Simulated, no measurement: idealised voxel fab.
process module | voxel double patterning
cross-section cut | 255 nm wide | cells 5 nm
A cross-section is a grid of square cells, given in bands from the top down. A band is one or more rows of cells.
Each band's line starts with the height of the band's top and of its bottom, in nm. Then come its materials from left to right, each with its width in nm. One material with "throughout" fills the band from edge to edge. "air" is empty space.
Height 0 is the level under which the wafer as received is all one material. The lowest band goes on downwards, as in "0 down".
A width such as "30 to 40" changes by the same amount from each row of cells to the next, from the band's top row to its bottom row.
"no change" after a step means that no cell of the cross-section changed.
closed voids: empty space of 8 cells or more with no open way to the top, each as width x height at its distance from the left edge, in nm
after a step's settings: what the simulator itself notes on the step
overlay nm, on a step with a mask: how far to the right of its planned place the mask lay; to the left if negative
plan
1 op RECEIVE | material Si
2 op CONFORMAL_DEP | material SiO2 | thk nm 10
3 op DIRECTIONAL_DEP | material W | thk nm 15
4 op DIRECTIONAL_DEP | material SiCN | thk nm 5
5 op DIRECTIONAL_DEP | material aC | thk nm 15
6 op PATTERN | tone open | mask id FIRST | material resist | width nm 15 | pitch nm 50 | thk nm 30 | overlay nm -15
7 op DIRECTIONAL_ETCH | etch materials aC | depth nm 15
8 op STRIP | etch materials resist
9 op DIRECTIONAL_ETCH | etch materials SiCN | depth nm 5
10 op STRIP | etch materials aC
11 op PATTERN | tone open | mask id SECOND | material resist | width nm 15 | pitch nm 50 | thk nm 15 | overlay nm 0
12 op DIRECTIONAL_ETCH | etch materials SiCN | depth nm 5
13 op STRIP | etch materials resist
14 op DIRECTIONAL_ETCH | etch materials W | depth nm 15
15 op STRIP | etch materials SiCN
varied across the wafers: overlay nm of step 6. The plan shows the first wafer's value. All wafers start alike
first wafer as received, after step 1
  0 down: Si throughout
  closed voids: none
each wafer at the end: cells of each material gained (+) or lost (-) since it was received, then its closed voids
overlay nm -15 | +102 SiO2 | +114 W | closed voids: none
overlay nm -10 | +102 SiO2 | +108 W | closed voids: none
overlay nm -5 | +102 SiO2 | +108 W | closed voids: none
overlay nm 0 | +102 SiO2 | +108 W | closed voids: none
overlay nm 5 | +102 SiO2 | +108 W | closed voids: none
overlay nm 10 | +102 SiO2 | +108 W | closed voids: none
overlay nm 15 | +102 SiO2 | +114 W | closed voids: none
